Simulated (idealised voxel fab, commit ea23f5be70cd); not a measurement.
voxel transistor to metal: a process module
Cross-section cut spans 190 nm and uses square cells 5 nm in size.
Cross-section = grid of square cells, listed top down in bands; band = one or more rows.
Quick guide to a band line: top height, bottom height (nm) up front; then every material left to right with its width in nm. Only one material and it's marked "everywhere"? Then it fills the band edge to edge. And "air" just means empty space.
Heights from 0 (as-received wafer is one material below). Bottom band endless downward, as "0 -> down".
The two numbers in a width such as "30 to 40" mark its ends across the band: the first belongs to the top row of cells, the second to the bottom row, and from each row to the next the width moves by the same amount.
Key: "no change occurred" - step with no changed cell in the cross-section.
Each empty space that has no open way to the top and spans at least 8 cells appears under "Enclosed internal voids" as width x height at distance, the distance counted from the left edge, all in nm.
Read whatever lies past the settings on a step's line as the simulator's own remark about the step.
You can add "overlay nm" to a step's line. For a step with a mask, it describes how far the mask lay to the right of its planned position, and a negative number describes a lay to the left.
Planned process steps
1) RECEIVE (material Si)
2) OXIDIZE (depth nm 5)
3) CONFORMAL_DEP (material SiN; thk nm 10)
4) MASKED_ETCH (tone cover; mask id ACTIVE; width nm 100; etch materials SiN; depth nm 10; overlay nm 0)
5) MASKED_ETCH (tone cover; mask id ACTIVE; width nm 100; etch materials SiO2; depth nm 5; overlay nm 0)
6) MASKED_ETCH (tone cover; mask id ACTIVE; width nm 100; etch materials Si; depth nm 35; overlay nm 0)
7) OXIDIZE (depth nm 5)
8) FILL_DEP (material SiO2; thk nm 15)
9) CMP (height nm 10)
10) SELECTIVE_ETCH (etch materials SiO2; depth nm 5)
11) STRIP (etch materials SiN)
12) SELECTIVE_ETCH (etch materials SiO2; depth nm 5)
13) OXIDIZE (depth nm 5)
14) DIRECTIONAL_DEP (material polySi; thk nm 20)
15) DIRECTIONAL_DEP (material SiCN; thk nm 10)
16) PATTERN (tone cover; mask id GATE; material resist; width nm 20; thk nm 20; overlay nm 0)
17) DIRECTIONAL_ETCH (etch materials SiCN; depth nm 20)
18) DIRECTIONAL_ETCH (etch materials polySi; depth nm 30)
19) STRIP (etch materials resist)
20) CONFORMAL_DEP (material SiO2; thk nm 5)
21) DIRECTIONAL_ETCH (etch materials SiO2; depth nm 5)
22) CONFORMAL_DEP (material SiN; thk nm 10)
23) DIRECTIONAL_ETCH (etch materials SiN; depth nm 10)
24) DIRECTIONAL_ETCH (etch materials SiO2; depth nm 5)
25) DIRECTIONAL_ETCH (etch materials Si; depth nm 10)
26) EPI (material nSi; thk nm 15)
27) FILL_DEP (material SiO2; thk nm 10)
28) CMP (height nm 25)
29) DIRECTIONAL_DEP (material SiO2; thk nm 15)
30) PATTERN (tone open; mask id CONTACT; material resist; width nm 15; pitch nm 75; thk nm 20; overlay nm 0)
31) DIRECTIONAL_ETCH (etch materials SiO2; depth nm 35)
32) STRIP (etch materials resist)
33) CONFORMAL_DEP (material TiN; thk nm 5)
34) FILL_DEP (material Ru; thk nm 10)
35) CMP (height nm 40)
36) CONFORMAL_DEP (material SiCN; thk nm 5)
37) DIRECTIONAL_DEP (material lowk; thk nm 15)
38) PATTERN (tone open; mask id METAL_1; material resist; width nm 15; pitch nm 75; thk nm 20; overlay nm 0)
39) DIRECTIONAL_ETCH (etch materials lowk; depth nm 15)
40) DIRECTIONAL_ETCH (etch materials SiCN; depth nm 5)
41) STRIP (etch materials resist)
42) CONFORMAL_DEP (material TiN; thk nm 5)
43) FILL_DEP (material Ru; thk nm 5)
44) CMP (height nm 60)
45) CONFORMAL_DEP (material SiN; thk nm 5)
as received, after step 1
* 0 -> down = Si everywhere
* Enclosed internal voids: none
The module was run from the start shown above using the plan shown above, but one mistake was made doing it; the resulting wafer cross-section is below
* 65 -> 60 = SiN everywhere
* 60 -> 45 = lowk=50 | TiN=5 | Ru=5 | TiN=5 | lowk=60 | TiN=5 | Ru=5 | TiN=5 | lowk=50
* 45 -> 40 = SiCN=50 | TiN=15 | SiCN=60 | TiN=15 | SiCN=50
* 40 -> 30 = Ru=45 | TiN=5 | SiO2=15 | TiN=5 | Ru=50 | TiN=5 | SiO2=15 | TiN=5 | Ru=45
* 30 -> 25 = Ru=45 | TiN=5 | SiO2=15 | TiN=60 | SiO2=15 | TiN=5 | Ru=45
* 25 -> 15 = Ru=45 | TiN=5 | SiO2=15 | TiN=5 | SiN=10 | TiN=5 | SiCN=20 | TiN=5 | SiN=10 | TiN=5 | SiO2=15 | TiN=5 | Ru=45
* 15 -> 10 = Ru=45 | TiN=5 | SiO2=15 | TiN=5 | SiN=10 | TiN=5 | polySi=20 | TiN=5 | SiN=10 | TiN=5 | SiO2=15 | TiN=5 | Ru=45
* 10 -> 5 = TiN=50 | SiO2=15 | TiN=5 | SiN=10 | TiN=5 | polySi=20 | TiN=5 | SiN=10 | TiN=5 | SiO2=15 | TiN=50
* 5 -> 0 = SiO2=50 | nSi=20 | SiN=10 | SiO2=5 | polySi=20 | SiO2=5 | SiN=10 | nSi=20 | SiO2=50
* 0 -> -5 = SiO2=45 | SiN=10 | nSi=15 | SiN=10 | SiO2=5 | polySi=20 | SiO2=5 | SiN=10 | nSi=15 | SiN=10 | SiO2=45
* -5 -> -10 = SiO2=55 | nSi=15 | SiO2=50 | nSi=15 | SiO2=55
* -10 -> -20 = SiO2=50 | Si=5 | nSi=15 | Si=50 | nSi=15 | Si=5 | SiO2=50
* -20 -> -45 = SiO2=50 | Si=90 | SiO2=50
* -45 -> down = Si everywhere
* Enclosed internal voids: none
What was the processing mistake? step 30 did not use the planned setting and instead ran as PATTERN (tone cover; mask id CONTACT; material resist; width nm 15; pitch nm 75; thk nm 20; overlay nm 0)
